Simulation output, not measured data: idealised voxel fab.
The following is a process module called voxel tone inversion.
Pictured: cross-section cut, 200 nm wide, on a grid of 5 nm square cells.
A cross-section in this document is a grid of square cells, and it is written down as bands, the top band listed before the ones below it; a band is made up of one or more rows of cells.
Band: top height; bottom height; in nm. Then, left to right: material with width in nm, for each material. "throughout": a single material spanning edge to edge. "blank": empty space.
Heads up on the height convention: 0 is the point under which the incoming wafer is all one material, and the lowest band has no bottom, it just keeps going down, like "0..down".
Per-row width for "30->40": begins at first number (top row of band), ends at second number (bottom row), increment between rows held constant.
Where a step carries "nothing different", the cross-section came out of it unchanged, cell for cell.
Closed cavity list: empty space of 8 cells or more with no open way to the top, each as width x height at its distance from the left edge, in nm
Whatever follows a step's settings on its line is a remark the simulator itself makes about that step.
The line of a step may include "overlay nm". On a step with a mask, this value is how far to the right of its planned place the mask lay. A negative value means the mask lay to the left.
PROCESS STEPS FORESEEN IN THE PLAN
1,op RECEIVE | material Si
2,op CONFORMAL_DEP | material SiN | thk nm 10
3,op DIRECTIONAL_DEP | material polySi | thk nm 15
4,op PATTERN | tone cover | mask id POSTS | material resist | width nm 15 | pitch nm 35 | thk nm 25 | overlay nm 0
5,op DIRECTIONAL_ETCH | etch materials polySi | depth nm 15
6,op STRIP | etch materials resist
7,op FILL_DEP | material SiO2 | thk nm 10
8,op CMP | height nm 25
9,op STRIP | etch materials polySi
10,op CONFORMAL_DEP | material TiN | thk nm 5
11,op FILL_DEP | material Ru | thk nm 10
12,op CMP | height nm 25
13,op CONFORMAL_DEP | material SiN | thk nm 5
FIRST OUT OF TWO WAFERS; RUN WENT TO PLAN
CROSS-SECTION OF THE INCOMING WAFER, STATE AFTER STEP 1
	0..down: Si throughout
	Closed cavity list: none
STEP 2 COMPLETE: CROSS-SECTION THROUGH THE WAFER
	10..0: SiN throughout
	All layers under 0 are left as they were.
STEP 3 COMPLETE: CROSS-SECTION THROUGH THE WAFER
	25..10: polySi throughout
	All layers under 10 are left as they were.
STEP 4 COMPLETE: CROSS-SECTION THROUGH THE WAFER
	50..25: 55 nm blank / 15 nm resist / 20 nm blank / 15 nm resist / 20 nm blank / 15 nm resist / 60 nm blank
	All layers under 25 are left as they were.
STEP 5 COMPLETE: CROSS-SECTION THROUGH THE WAFER
	50..25: 55 nm blank / 15 nm resist / 20 nm blank / 15 nm resist / 20 nm blank / 15 nm resist / 60 nm blank
	25..10: 55 nm blank / 15 nm polySi / 20 nm blank / 15 nm polySi / 20 nm blank / 15 nm polySi / 60 nm blank
	All layers under 10 are left as they were.
STEP 6 COMPLETE: CROSS-SECTION THROUGH THE WAFER
	25..10: 55 nm blank / 15 nm polySi / 20 nm blank / 15 nm polySi / 20 nm blank / 15 nm polySi / 60 nm blank
	All layers under 10 are left as they were.
STEP 7 COMPLETE: CROSS-SECTION THROUGH THE WAFER
	35..25: SiO2 throughout
	25..10: 55 nm SiO2 / 15 nm polySi / 20 nm SiO2 / 15 nm polySi / 20 nm SiO2 / 15 nm polySi / 60 nm SiO2
	All layers under 10 are left as they were.
STEP 8 COMPLETE: CROSS-SECTION THROUGH THE WAFER
	25..10: 55 nm SiO2 / 15 nm polySi / 20 nm SiO2 / 15 nm polySi / 20 nm SiO2 / 15 nm polySi / 60 nm SiO2
	All layers under 10 are left as they were.
STEP 9 COMPLETE: CROSS-SECTION THROUGH THE WAFER
	25..10: 55 nm SiO2 / 15 nm blank / 20 nm SiO2 / 15 nm blank / 20 nm SiO2 / 15 nm blank / 60 nm SiO2
	All layers under 10 are left as they were.
STEP 10 COMPLETE: CROSS-SECTION THROUGH THE WAFER
	30..25: 60 nm TiN / 5 nm blank / 30 nm TiN / 5 nm blank / 30 nm TiN / 5 nm blank / 65 nm TiN
	25..15: 55 nm SiO2 / 5 nm TiN / 5 nm blank / 5 nm TiN / 20 nm SiO2 / 5 nm TiN / 5 nm blank / 5 nm TiN / 20 nm SiO2 / 5 nm TiN / 5 nm blank / 5 nm TiN / 60 nm SiO2
	15..10: 55 nm SiO2 / 15 nm TiN / 20 nm SiO2 / 15 nm TiN / 20 nm SiO2 / 15 nm TiN / 60 nm SiO2
	All layers under 10 are left as they were.
STEP 11 COMPLETE: CROSS-SECTION THROUGH THE WAFER
	40..30: Ru throughout
	30..25: 60 nm TiN / 5 nm Ru / 30 nm TiN / 5 nm Ru / 30 nm TiN / 5 nm Ru / 65 nm TiN
	25..15: 55 nm SiO2 / 5 nm TiN / 5 nm Ru / 5 nm TiN / 20 nm SiO2 / 5 nm TiN / 5 nm Ru / 5 nm TiN / 20 nm SiO2 / 5 nm TiN / 5 nm Ru / 5 nm TiN / 60 nm SiO2
	All layers under 15 are left as they were.
STEP 12 COMPLETE: CROSS-SECTION THROUGH THE WAFER
	25..15: 55 nm SiO2 / 5 nm TiN / 5 nm Ru / 5 nm TiN / 20 nm SiO2 / 5 nm TiN / 5 nm Ru / 5 nm TiN / 20 nm SiO2 / 5 nm TiN / 5 nm Ru / 5 nm TiN / 60 nm SiO2
	All layers under 15 are left as they were.
STEP 13 COMPLETE: CROSS-SECTION THROUGH THE WAFER
	30..25: SiN throughout
	All layers under 25 are left as they were.
THE SECOND WAFER BEGAN EXACTLY AS THE FIRST DID AND FOLLOWED THE SAME PLAN, BUT ONE MISTAKE WAS MADE WHILE RUNNING IT; THROUGH STEP 3 INCLUSIVE, THE TWO WAFERS ARE IDENTICAL
SECOND WAFER, SECTIONED VIEW, AT STEP 4'S PLANNED END TIME
	50..25: 45 nm blank / 15 nm resist / 20 nm blank / 15 nm resist / 20 nm blank / 15 nm resist / 70 nm blank
	All layers under 25 are left as they were.
SECOND WAFER, SECTIONED VIEW, AT STEP 5'S PLANNED END TIME
	50..25: 45 nm blank / 15 nm resist / 20 nm blank / 15 nm resist / 20 nm blank / 15 nm resist / 70 nm blank
	25..10: 45 nm blank / 15 nm polySi / 20 nm blank / 15 nm polySi / 20 nm blank / 15 nm polySi / 70 nm blank
	All layers under 10 are left as they were.
SECOND WAFER, SECTIONED VIEW, AT STEP 6'S PLANNED END TIME
	25..10: 45 nm blank / 15 nm polySi / 20 nm blank / 15 nm polySi / 20 nm blank / 15 nm polySi / 70 nm blank
	All layers under 10 are left as they were.
SECOND WAFER, SECTIONED VIEW, AT STEP 7'S PLANNED END TIME
	35..25: SiO2 throughout
	25..10: 45 nm SiO2 / 15 nm polySi / 20 nm SiO2 / 15 nm polySi / 20 nm SiO2 / 15 nm polySi / 70 nm SiO2
	All layers under 10 are left as they were.
SECOND WAFER, SECTIONED VIEW, AT STEP 8'S PLANNED END TIME
	25..10: 45 nm SiO2 / 15 nm polySi / 20 nm SiO2 / 15 nm polySi / 20 nm SiO2 / 15 nm polySi / 70 nm SiO2
	All layers under 10 are left as they were.
SECOND WAFER, SECTIONED VIEW, AT STEP 9'S PLANNED END TIME
	25..10: 45 nm SiO2 / 15 nm blank / 20 nm SiO2 / 15 nm blank / 20 nm SiO2 / 15 nm blank / 70 nm SiO2
	All layers under 10 are left as they were.
SECOND WAFER, SECTIONED VIEW, AT STEP 10'S PLANNED END TIME
	30..25: 50 nm TiN / 5 nm blank / 30 nm TiN / 5 nm blank / 30 nm TiN / 5 nm blank / 75 nm TiN
	25..15: 45 nm SiO2 / 5 nm TiN / 5 nm blank / 5 nm TiN / 20 nm SiO2 / 5 nm TiN / 5 nm blank / 5 nm TiN / 20 nm SiO2 / 5 nm TiN / 5 nm blank / 5 nm TiN / 70 nm SiO2
	15..10: 45 nm SiO2 / 15 nm TiN / 20 nm SiO2 / 15 nm TiN / 20 nm SiO2 / 15 nm TiN / 70 nm SiO2
	All layers under 10 are left as they were.
SECOND WAFER, SECTIONED VIEW, AT STEP 11'S PLANNED END TIME
	40..30: Ru throughout
	30..25: 50 nm TiN / 5 nm Ru / 30 nm TiN / 5 nm Ru / 30 nm TiN / 5 nm Ru / 75 nm TiN
	25..15: 45 nm SiO2 / 5 nm TiN / 5 nm Ru / 5 nm TiN / 20 nm SiO2 / 5 nm TiN / 5 nm Ru / 5 nm TiN / 20 nm SiO2 / 5 nm TiN / 5 nm Ru / 5 nm TiN / 70 nm SiO2
	All layers under 15 are left as they were.
SECOND WAFER, SECTIONED VIEW, AT STEP 12'S PLANNED END TIME
	25..15: 45 nm SiO2 / 5 nm TiN / 5 nm Ru / 5 nm TiN / 20 nm SiO2 / 5 nm TiN / 5 nm Ru / 5 nm TiN / 20 nm SiO2 / 5 nm TiN / 5 nm Ru / 5 nm TiN / 70 nm SiO2
	All layers under 15 are left as they were.
SECOND WAFER, SECTIONED VIEW, AT STEP 13'S PLANNED END TIME
	30..25: SiN throughout
	All layers under 25 are left as they were.
Deviation from plan: step 4 did not use the planned setting and instead ran as op PATTERN | tone cover | mask id POSTS | material resist | width nm 15 | pitch nm 35 | thk nm 25 | overlay nm -10
At the close, every material occupies the same number of cells on the second wafer as on the first, only in different positions.
